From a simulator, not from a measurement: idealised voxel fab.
process module | voxel self aligned contacts
cross-section cut | 165 nm wide | cells 5 nm
A cross-section is a grid of square cells, given in bands from the top down. A band is one or more rows of cells.
Each band's line starts with the height of the band's top and of its bottom, in nm. Then come its materials from left to right, each with its width in nm. One material with "throughout" fills the band from edge to edge. "air" is empty space.
Height 0 is the level under which the wafer as received is all one material. The lowest band goes on downwards, as in "0 down".
A width such as "30 to 40" changes by the same amount from each row of cells to the next, from the band's top row to its bottom row.
"no change" after a step means that no cell of the cross-section changed.
closed voids: empty space of 8 cells or more with no open way to the top, each as width x height at its distance from the left edge, in nm
after a step's settings: what the simulator itself notes on the step
overlay nm, on a step with a mask: how far to the right of its planned place the mask lay; to the left if negative
plan
1 op RECEIVE | material Si
2 op CONFORMAL_DEP | material SiO2 | thk nm 5
3 op DIRECTIONAL_DEP | material polySi | thk nm 20
4 op DIRECTIONAL_DEP | material SiN | thk nm 20
5 op DIRECTIONAL_DEP | material aC | thk nm 15
6 op PATTERN | tone cover | mask id GATE | material resist | width nm 30 | pitch nm 75 | thk nm 35 | overlay nm 0
7 op DIRECTIONAL_ETCH | etch materials aC | depth nm 15
8 op STRIP | etch materials resist
9 op DIRECTIONAL_ETCH | etch materials SiN | depth nm 20
10 op DIRECTIONAL_ETCH | etch materials polySi | depth nm 20
11 op STRIP | etch materials aC
12 op CONFORMAL_DEP | material SiN | thk nm 10
13 op DIRECTIONAL_ETCH | etch materials SiN | depth nm 10
14 op FILL_DEP | material SiO2 | thk nm 15
15 op CMP | height nm 55
16 op DIRECTIONAL_DEP | material aC | thk nm 10
17 op PATTERN | tone open | mask id CONTACT | material resist | width nm 55 | thk nm 30 | overlay nm 0
18 op DIRECTIONAL_ETCH | etch materials aC | depth nm 10
19 op STRIP | etch materials resist
20 op DIRECTIONAL_ETCH | etch materials SiO2 | depth nm 55
21 op STRIP | etch materials aC
22 op CONFORMAL_DEP | material TiN | thk nm 5
23 op FILL_DEP | material Ru | thk nm 10
24 op CMP | height nm 55
25 op CONFORMAL_DEP | material SiCN | thk nm 5
as received, after step 1
  0 down: Si throughout
  closed voids: none
a wafer at the end: this start, this plan, one mistake
  60 to 55: SiCN throughout
  55 to 45: SiO2 55 | TiN 5 to 20 | Ru 45 to 15 | TiN 5 to 20 | SiO2 55
  45 to 30: SiO2 20 | SiN 10 | polySi 30 | SiN 10 | TiN 5 | Ru 15 | TiN 5 | SiN 10 | polySi 30 | SiN 10 | SiO2 20
  30 to 25: SiO2 20 | SiN 10 | polySi 30 | SiN 10 | TiN 25 | SiN 10 | polySi 30 | SiN 10 | SiO2 20
  25 to 5: SiN throughout
  5 to 0: SiO2 throughout
  0 down: Si throughout
  closed voids: none
what went wrong: steps 3 and 4 were swapped
